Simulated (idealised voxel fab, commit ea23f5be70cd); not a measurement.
Process module in this document: voxel lift off
Square cells of 5 nm make up the cross-section cut, whose width is 195 nm.
Reading order for cross-sections: top band down to bottom band. Underlying form: a grid of square cells. Band size: one or more rows of cells. What a band's entry tells you: where the top is and where the bottom is, as heights in nm, and after that what lies inside, material by material from left to right, each with its width in nm. Empty space is written as the word "air", and a single material marked with the word "full width" occupies the band from edge to edge. Where do heights start? At 0: under that level the wafer as delivered is made of one material only. And the lowest band has no floor; it just carries on downward, as in "0 -> down". Width: "30->40" (first number = top row, second number = bottom row, same change from row to row of cells). The cross-section has no changed cell in any step marked "left unchanged". Entry "Fully closed voids". Content: empty spaces with no open connection to the top, size 8 cells or greater. Each: width x height at distance. Distance: from left edge. Unit: nm. Step line, after settings: the simulator's comment on this step. overlay nm: how far to the right of its planned place the mask lay on this masked step (negative: to the left).

[The planned process steps are enumerated hereunder]
- 1: RECEIVE: material Si
- 2: CONFORMAL_DEP: material SiN, thk nm 10
- 3: PATTERN: tone open, mask id LINES, material resist, width nm 15, pitch nm 45, thk nm 20, overlay nm 0
- 4: DIRECTIONAL_DEP: material Ru, thk nm 5
- 5: STRIP: etch materials resist
- 6: CONFORMAL_DEP: material SiCN, thk nm 5

[As-received wafer cross-section (after step 1)]
  0 -> down: Si full width
  Fully closed voids: none

[Final cross-section, module run with one mistake (start and plan as above)]
  20 -> 15: air 10 / SiCN 35 / air 10 / SiCN 35 / air 10 / SiCN 35 / air 10 / SiCN 35 / air 15
  15 -> 10: SiCN 15 / Ru 25 / SiCN 20 / Ru 25 / SiCN 20 / Ru 25 / SiCN 20 / Ru 25 / SiCN 20
  10 -> 0: SiN full width
  0 -> down: Si full width
  Fully closed voids: none
Diagnosis: note that step 3 departed from the planned setting and was carried out as PATTERN: tone open, mask id LINES, material resist, width nm 25, pitch nm 45, thk nm 20, overlay nm 0
